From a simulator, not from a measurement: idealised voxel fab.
Process module in this document: voxel self aligned contacts
Section cut is 240 nm wide and gridded with 5 nm square cells.
When this document writes out a cross-section, it uses a grid of square cells and lists it as bands, beginning at the top and moving down, with a band standing for one or more rows of cells.
In this notation a band is specified by the heights of its top and bottom, in that order and in nm, after which its materials appear from left to right, each paired with its width in nm. The word "all across" attached to a single material means that material fills the band from edge to edge; the word "empty" stands for empty space.
Heights from 0 (as-received wafer is one material below). Bottom band endless downward, as "0 -> down".
Width spec "30 to 40" -> top row of cells at first value, bottom row at second value, equal per-row change in between.
Any step labelled "all unchanged" changed none of the cells in the cross-section.
Closed-off voids of 8+ cells (no open route to the top) go in "Entrapped void list", written width x height at distance from the left edge, in nm.
Where a step's line continues beyond its settings, the continuation is a remark by the simulator itself on that step.
overlay nm, on a step with a mask: how far to the right of its planned place the mask lay; to the left if negative

### Listed below are the process steps as planned
1 RECEIVE (material Si)
2 OXIDIZE (depth nm 5)
3 DIRECTIONAL_DEP (material polySi; thk nm 20)
4 DIRECTIONAL_DEP (material SiN; thk nm 20)
5 PATTERN (tone cover; mask id GATE; material resist; width nm 35; pitch nm 75; thk nm 20; overlay nm 0)
6 DIRECTIONAL_ETCH (etch materials SiN; depth nm 20)
7 DIRECTIONAL_ETCH (etch materials polySi; depth nm 20)
8 STRIP (etch materials resist)
9 CONFORMAL_DEP (material SiN; thk nm 10)
10 DIRECTIONAL_ETCH (etch materials SiN; depth nm 10)
11 FILL_DEP (material SiO2; thk nm 15)
12 CMP (height nm 45)
13 MASKED_ETCH (tone open; mask id CONTACT; width nm 50; pitch nm 75; etch materials SiO2; depth nm 50; overlay nm 0)
14 CONFORMAL_DEP (material TiN; thk nm 5)
15 FILL_DEP (material W; thk nm 5)
16 CMP (height nm 45)
17 CONFORMAL_DEP (material SiN; thk nm 5)

### Wafer cross-section on receipt, i.e. after step 1
  0 -> down | Si all across
  Entrapped void list: none

### Sectioned view, first of two wafers, at the close of the module, processed as intended in the plan
  50 -> 45 | SiN all across
  45 -> 40 | 55 of SiO2 | 20 of TiN | 10 of W | 20 of TiN | 25 of SiO2 | 20 of TiN | 10 of W | 20 of TiN | 60 of SiO2
  40 -> 20 | 15 of SiO2 | 55 of SiN | 5 of TiN | 10 of W | 5 of TiN | 55 of SiN | 5 of TiN | 10 of W | 5 of TiN | 55 of SiN | 20 of SiO2
  20 -> 0 | 15 of SiO2 | 10 of SiN | 35 of polySi | 10 of SiN | 5 of TiN | 10 of W | 5 of TiN | 10 of SiN | 35 of polySi | 10 of SiN | 5 of TiN | 10 of W | 5 of TiN | 10 of SiN | 35 of polySi | 10 of SiN | 20 of SiO2
  0 -> -5 | 70 of SiO2 | 20 of TiN | 55 of SiO2 | 20 of TiN | 75 of SiO2
  -5 -> down | Si all across
  Entrapped void list: none

### This is the second of the two wafers, cross-sectioned at the end of the module; it started exactly like the first and was given the same plan, but it was run with one mistake
  50 -> 45 | SiN all across
  45 -> 40 | 55 of SiO2 | 20 of TiN | 10 of W | 20 of TiN | 25 of SiO2 | 20 of TiN | 10 of W | 20 of TiN | 60 of SiO2
  40 -> 25 | 15 of SiO2 | 10 of SiN | 35 of polySi | 10 of SiN | 5 of TiN | 10 of W | 5 of TiN | 10 of SiN | 35 of polySi | 10 of SiN | 5 of TiN | 10 of W | 5 of TiN | 10 of SiN | 35 of polySi | 10 of SiN | 20 of SiO2
  25 -> 20 | 15 of SiO2 | 10 of SiN | 35 of polySi | 10 of SiN | 20 of TiN | 10 of SiN | 35 of polySi | 10 of SiN | 20 of TiN | 10 of SiN | 35 of polySi | 10 of SiN | 20 of SiO2
  20 -> 0 | SiN all across
  0 -> -5 | SiO2 all across
  -5 -> down | Si all across
  Entrapped void list: none
Deviation noted in wafer processing: transposition of steps 3 and 4 relative to the planned sequence
End check, counted in cells, second wafer has more or fewer of these materials than the first: SiN: 60 more; SiO2: 20 fewer; TiN: 20 fewer; W: 20 fewer
